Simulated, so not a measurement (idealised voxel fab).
Proc. module: voxel self aligned contacts
Section shown: cut. Width: 250 nm. Cell size: 5 nm, square.
We lay out every cross-section as a grid of square cells and spell it out in bands from the top down, where one band means one or more rows of cells.
Band entry format. Leading values: height of top, height of bottom, nm. Remainder: materials in left-to-right order, each with its width in nm. Special words: "full width" on a single material, which then fills the band edge to edge; "air", empty space.
The level at which height equals 0 is the one under which the wafer, as it arrives, is entirely one material. No lower edge exists for the bottom band, which continues downward and is notated as in "top 0, no bottom".
Width spec "30..40" -> top row of cells at first value, bottom row at second value, equal per-row change in between.
Step note "no alteration" = no cross-section cell changed.
The entry titled "Trapped void list" provides the empty spaces that have no open way to the top, restricted to those of 8 cells or more. Each is presented as width x height at distance, the distance being measured from the left edge, with all three in nm.
On a step's line, text after the settings is the simulator commenting on that step.
Regarding "overlay nm": on a step with a mask, it is the distance the mask lay to the right of its planned place; a negative value places it to the left.

THE STEPS PLANNED FOR THE PROCESS ARE AS FOLLOWS
| 1 | RECEIVE | material Si |
| 2 | OXIDIZE | depth nm 5 |
| 3 | DIRECTIONAL_DEP | material polySi | thk nm 25 |
| 4 | DIRECTIONAL_DEP | material SiN | thk nm 15 |
| 5 | PATTERN | tone cover | mask id GATE | material resist | width nm 35 | pitch nm 60 | thk nm 20 | overlay nm 0 |
| 6 | DIRECTIONAL_ETCH | etch materials SiN | depth nm 15 |
| 7 | DIRECTIONAL_ETCH | etch materials polySi | depth nm 25 |
| 8 | STRIP | etch materials resist |
| 9 | CONFORMAL_DEP | material SiN | thk nm 5 |
| 10 | DIRECTIONAL_ETCH | etch materials SiN | depth nm 5 |
| 11 | FILL_DEP | material SiO2 | thk nm 20 |
| 12 | CMP | height nm 50 |
| 13 | DIRECTIONAL_DEP | material aC | thk nm 10 |
| 14 | PATTERN | tone open | mask id CONTACT | material resist | width nm 45 | thk nm 30 | overlay nm 0 |
| 15 | DIRECTIONAL_ETCH | etch materials aC | depth nm 10 |
| 16 | STRIP | etch materials resist |
| 17 | DIRECTIONAL_ETCH | etch materials SiO2 | depth nm 55 |
| 18 | STRIP | etch materials aC |
| 19 | CONFORMAL_DEP | material TiN | thk nm 5 |
| 20 | FILL_DEP | material W | thk nm 5 |
| 21 | CMP | height nm 50 |
| 22 | CONFORMAL_DEP | material SiN | thk nm 5 |

CROSS-SECTION OF THE WAFER UPON ARRIVAL, REPRESENTING THE STATE REACHED AFTER STEP 1
- top 0, no bottom: Si full width
- Trapped void list: none

CROSS-SECTION TAKEN AT MODULE COMPLETION ON THE FIRST OF TWO WAFERS; PROCESSED PER THE PLAN
- top 55, bottom 50: SiN full width
- top 50, bottom 40: SiO2 100 nm / TiN 5..20 nm / W 35..5 nm / TiN 5..20 nm / SiO2 105 nm
- top 40, bottom 25: SiO2 70 nm / SiN 45 nm / TiN 5 nm / W 5 nm / TiN 5 nm / SiN 45 nm / SiO2 75 nm
- top 25, bottom 0: SiO2 70 nm / SiN 5 nm / polySi 35 nm / SiN 5 nm / TiN 5 nm / W 5 nm / TiN 5 nm / SiN 5 nm / polySi 35 nm / SiN 5 nm / SiO2 75 nm
- top 0, bottom -5: SiO2 115 nm / TiN 15 nm / SiO2 120 nm
- top -5, no bottom: Si full width
- Trapped void list: none

END OF MODULE, SECOND WAFER, CROSS-SECTION. STARTED LIKE THE FIRST, PLANNED LIKE THE FIRST, RUN WITH ONE MISTAKE
- top 55, bottom 50: SiN full width
- top 50, bottom 40: SiO2 100 nm / TiN 5..20 nm / W 35..5 nm / TiN 5..20 nm / SiO2 105 nm
- top 40, bottom 25: SiO2 70 nm / SiN 45 nm / TiN 5 nm / W 5 nm / TiN 5 nm / SiN 45 nm / SiO2 75 nm
- top 25, bottom 5: SiO2 70 nm / SiN 5 nm / polySi 35 nm / SiN 5 nm / TiN 5 nm / W 5 nm / TiN 5 nm / SiN 5 nm / polySi 35 nm / SiN 5 nm / SiO2 75 nm
- top 5, bottom 0: SiO2 70 nm / SiN 5 nm / polySi 35 nm / SiN 5 nm / TiN 15 nm / SiN 5 nm / polySi 35 nm / SiN 5 nm / SiO2 75 nm
- top 0, no bottom: Si full width
- Trapped void list: none
Where did the run depart from the plan? step 2 from the plan never happened, it was just skipped
It is noted that, at the conclusion of processing, the second wafer exhibits a higher or lower cell count for certain materials relative to the first: Si: 50 more, SiO2: 47 fewer, TiN: 2 fewer, W: 1 fewer
